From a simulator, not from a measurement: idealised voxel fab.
Name of the process module below: voxel air gaps
FYI the section here is cut, 165 nm wide, cells are 5 nm squares.
When this document writes out a cross-section, it uses a grid of square cells and lists it as bands, beginning at the top and moving down, with a band standing for one or more rows of cells.
What a band's entry tells you: where the top is and where the bottom is, as heights in nm, and after that what lies inside, material by material from left to right, each with its width in nm. Empty space is written as the word "empty", and a single material marked with the word "throughout" occupies the band from edge to edge.
Beneath 0, the wafer as received is one material, and that level is where height counting begins. The lowest band goes on downward without a bottom; it is written like "z 0 and below".
Per-row width for "30 to 40": begins at first number (top row of band), ends at second number (bottom row), increment between rows held constant.
No cell of the cross-section changed in a step that is given as "nothing changed".
If an empty space has no open way to the top and is at least 8 cells in size, "Unvented cavities" lists it, written width x height at distance, where distance is measured from the left edge and every value is in nm.
On each step's line, the part that comes after the settings is the simulator's own comment on the step.
Steps that use a mask can have "overlay nm" on their line. It says how far the mask sat to the right of where it was meant to be. Negative means to the left.

## List of planned process steps
1,op RECEIVE | material Si
2,op CONFORMAL_DEP | material SiO2 | thk nm 15
3,op CONFORMAL_DEP | material SiCN | thk nm 5
4,op DIRECTIONAL_DEP | material lowk | thk nm 30
5,op DIRECTIONAL_DEP | material aC | thk nm 10
6,op PATTERN | tone open | mask id LINES | material resist | width nm 20 | pitch nm 45 | thk nm 25 | overlay nm 0
7,op DIRECTIONAL_ETCH | etch materials aC | depth nm 10
8,op STRIP | etch materials resist
9,op DIRECTIONAL_ETCH | etch materials lowk | depth nm 30
10,op STRIP | etch materials aC
11,op CONFORMAL_DEP | material TiN | thk nm 5
12,op FILL_DEP | material Ru | thk nm 5
13,op CMP | height nm 50
14,op EPI | material Ru | thk nm 10
15,op SELECTIVE_ETCH | etch materials lowk | depth nm 40
16,op CONFORMAL_DEP | material SiCN | thk nm 5

## Wafer at receipt (post step 1), cross-section
    z 0 and below  Si throughout
    Unvented cavities: none

## Same starting wafer, same plan as above, one mistake in the execution; this is the cross-section at the end of the module
    z 65 to 60  empty (15) | SiCN (140) | empty (10)
    z 60 to 50  empty (15) | SiCN (5) | Ru (40) | SiCN (5) | Ru (40) | SiCN (5) | Ru (40) | SiCN (5) | empty (10)
    z 50 to 45  empty (15) | SiCN (15) | TiN (5) | Ru (10) | TiN (5) | SiCN (25) | TiN (5) | Ru (10) | TiN (5) | SiCN (25) | TiN (5) | Ru (10) | TiN (5) | SiCN (15) | empty (10)
    z 45 to 25  empty (25) | SiCN (5) | TiN (5) | Ru (10) | TiN (5) | SiCN (5) | empty (15) | SiCN (5) | TiN (5) | Ru (10) | TiN (5) | SiCN (5) | empty (15) | SiCN (5) | TiN (5) | Ru (10) | TiN (5) | SiCN (5) | empty (20)
    z 25 to 20  SiCN (30) | TiN (20) | SiCN (25) | TiN (20) | SiCN (25) | TiN (20) | SiCN (25)
    z 20 to 15  SiCN throughout
    z 15 to 0  SiO2 throughout
    z 0 and below  Si throughout
    Unvented cavities: 15 x 20 at 55; 15 x 20 at 100
What was done differently from what was planned? step 6 changed vs plan, executed as op PATTERN | tone open | mask id LINES | material resist | width nm 20 | pitch nm 45 | thk nm 25 | overlay nm 5
